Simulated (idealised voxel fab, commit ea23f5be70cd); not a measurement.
Presented below is a process module, voxel double patterning.
cross-section cut | 240 nm wide | cells 5 nm
When this document writes out a cross-section, it uses a grid of square cells and lists it as bands, beginning at the top and moving down, with a band standing for one or more rows of cells. For a band, the entry starts with two heights in nm, that of the top and then that of the bottom, and carries on with the band's materials in order from left to right, each alongside its width in nm; the word "all across" beside a single material means it fills the band edge to edge, and "empty" means empty space. Height is counted from the level 0, under which the received wafer is composed throughout of one material. The lowest of the bands is not closed at the bottom but continues downward, in the notation "0..down". Width: "30->40" (first number = top row, second number = bottom row, same change from row to row of cells). Take "nothing different" at face value: in the step it is given for, the cross-section changed in none of its cells. This entry, "Voids, sealed", enumerates those empty regions of no fewer than 8 cells that possess no open connection to the top. Each region is reported in the form width x height at distance, the distance being taken from the left edge, with all three quantities expressed in nm. Where a step's line continues beyond its settings, the continuation is a remark by the simulator itself on that step. Regarding "overlay nm": on a step with a mask, it is the distance the mask lay to the right of its planned place; a negative value places it to the left.

-- The planned process steps are enumerated hereunder
step 1: RECEIVE with material Si
step 2: CONFORMAL_DEP with material SiO2, thk nm 5
step 3: DIRECTIONAL_DEP with material TiN, thk nm 20
step 4: DIRECTIONAL_DEP with material SiN, thk nm 10
step 5: PATTERN with tone open, mask id FIRST, material resist, width nm 15, pitch nm 50, thk nm 15, overlay nm 0
step 6: DIRECTIONAL_ETCH with etch materials SiN, depth nm 10
step 7: STRIP with etch materials resist
step 8: PATTERN with tone open, mask id SECOND, material resist, width nm 15, thk nm 15, overlay nm 0
step 9: DIRECTIONAL_ETCH with etch materials SiN, depth nm 10
step 10: STRIP with etch materials resist
step 11: DIRECTIONAL_ETCH with etch materials TiN, depth nm 20
step 12: STRIP with etch materials SiN

-- So this is the incoming wafer in cross-section - it's already been through step 1
* 0..down  Si all across
* Voids, sealed: none

-- The plan above was carried out on the starting structure above with one mistake, and this cross-section shows the wafer at the end of the module
* 25..5  empty 110 nm, TiN 15 nm, empty 115 nm
* 5..0  SiO2 all across
* 0..down  Si all across
* Voids, sealed: none
What broke from the plan during processing? step 8 ran differently from the plan; actual operation with settings: PATTERN with tone cover, mask id SECOND, material resist, width nm 15, thk nm 15, overlay nm 0
